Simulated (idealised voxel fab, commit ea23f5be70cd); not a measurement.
process module | voxel ribs on slabs
cross-section cut | 140 nm wide | cells 5 nm
A cross-section is a grid of square cells, given in bands from the top down. A band is one or more rows of cells.
Each band's line starts with the height of the band's top and of its bottom, in nm. Then come its materials from left to right, each with its width in nm. One material with "throughout" fills the band from edge to edge. "air" is empty space.
Height 0 is the level under which the wafer as received is all one material. The lowest band goes on downwards, as in "0 down".
A width such as "30 to 40" changes by the same amount from each row of cells to the next, from the band's top row to its bottom row.
"no change" after a step means that no cell of the cross-section changed.
closed voids: empty space of 8 cells or more with no open way to the top, each as width x height at its distance from the left edge, in nm
after a step's settings: what the simulator itself notes on the step
overlay nm, on a step with a mask: how far to the right of its planned place the mask lay; to the left if negative
plan
1 op RECEIVE | material Si
2 op DIRECTIONAL_DEP | material SiO2 | thk nm 30
3 op DIRECTIONAL_DEP | material polySi | thk nm 15
4 op MASKED_ETCH | tone cover | mask id RIB | width nm 30 | etch materials polySi | depth nm 5 | overlay nm 0
5 op PATTERN | tone cover | mask id SLAB | material resist | width nm 90 | thk nm 15 | overlay nm 0
6 op DIRECTIONAL_ETCH | etch materials polySi | depth nm 10
7 op STRIP | etch materials resist
8 op FILL_DEP | material SiO2 | thk nm 30
9 op CMP | height nm 65
10 op DIRECTIONAL_DEP | material W | thk nm 10
11 op PATTERN | tone cover | mask id HEATER | material resist | width nm 40 | thk nm 15 | overlay nm 0
12 op DIRECTIONAL_ETCH | etch materials W | depth nm 10
13 op STRIP | etch materials resist
14 op CONFORMAL_DEP | material SiO2 | thk nm 10
as received, after step 1
  0 down: Si throughout
  closed voids: none
a wafer at the end: this start, this plan, one mistake
  85 to 75: air 40 | SiO2 60 | air 40
  75 to 65: SiO2 50 | W 40 | SiO2 50
  65 to 45: SiO2 throughout
  45 to 40: SiO2 50 | polySi 30 | SiO2 60
  40 to 30: SiO2 25 | polySi 90 | SiO2 25
  30 to 0: SiO2 throughout
  0 down: Si throughout
  closed voids: none
what went wrong: step 4 ran as: op MASKED_ETCH | tone cover | mask id RIB | width nm 30 | etch materials polySi | depth nm 5 | overlay nm -5
